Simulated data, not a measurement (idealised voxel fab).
Process module heading - voxel self aligned contacts
It is cross-section cut that appears here, measuring 270 nm in width, its square cells being 5 nm in size.
How to read a cross-section here: the picture is a grid of square cells, written as bands going from the top down, and any band can span one or more rows of cells. The band entry comprises the height of the band's top followed by the height of its bottom, expressed in nm, and subsequently the band's materials from left to right, each stated together with its width in nm. Where a single material is marked with the word "full width", that material fills the band from edge to edge. The word "air" represents empty space. We count height from 0. Below that, the starting wafer is all one material. The lowest band never ends at the bottom but goes on down; see "0 and below" for how that is written. When a width is written as two numbers, as in "30 to 40", the first number is the width in the top row of cells of the band and the second is the width in its bottom row, and the width changes by the same amount from each row to the next. "everything unchanged" means the step left every cell of the cross-section as it was. "Enclosed empty spaces" contains a list of empty spaces, each no smaller than 8 cells and without an open way to the top, written in the form width x height at distance with the distance from the left edge and all three in nm. On a step's line, text after the settings is the simulator commenting on that step. overlay nm: how far to the right of its planned place the mask lay on this masked step (negative: to the left).
[Steps in the process plan]
1 RECEIVE with material Si
2 OXIDIZE with depth nm 5
3 DIRECTIONAL_DEP with material polySi, thk nm 20
4 DIRECTIONAL_DEP with material SiN, thk nm 25
5 PATTERN with tone cover, mask id GATE, material resist, width nm 35, pitch nm 75, thk nm 15, overlay nm 0
6 DIRECTIONAL_ETCH with etch materials SiN, depth nm 25
7 DIRECTIONAL_ETCH with etch materials polySi, depth nm 20
8 STRIP with etch materials resist
9 CONFORMAL_DEP with material SiN, thk nm 10
10 DIRECTIONAL_ETCH with etch materials SiN, depth nm 10
11 FILL_DEP with material SiO2, thk nm 20
12 CMP with height nm 55
13 MASKED_ETCH with tone open, mask id CONTACT, width nm 50, etch materials SiO2, depth nm 60, overlay nm 0
14 CONFORMAL_DEP with material TiN, thk nm 5
15 FILL_DEP with material Ru, thk nm 5
16 CMP with height nm 55
17 CONFORMAL_DEP with material SiCN, thk nm 5
[So this is the incoming wafer in cross-section - it's already been through step 1]
- 0 and below: Si full width
- Enclosed empty spaces: none
[a wafer at the end: this start, this plan, one mistake]
- 60 down to 55: SiCN full width
- 55 down to 40: SiO2: 110  TiN: 5  Ru: 40  TiN: 5  SiO2: 110
- 40 down to 35: SiO2: 110  TiN: 10  Ru: 30  TiN: 10  SiO2: 110
- 35 down to 20: SiO2: 80  SiN: 35  TiN: 5  Ru: 30  TiN: 5  SiN: 35  SiO2: 80
- 20 down to 0: SiO2: 80  polySi: 35  TiN: 5  Ru: 30  TiN: 5  polySi: 35  SiO2: 80
- 0 down to -5: SiO2: 115  TiN: 40  SiO2: 115
- -5 and below: Si full width
- Enclosed empty spaces: none
So what did we get wrong on this run? yeah, step 9 of the plan got skipped, never ran
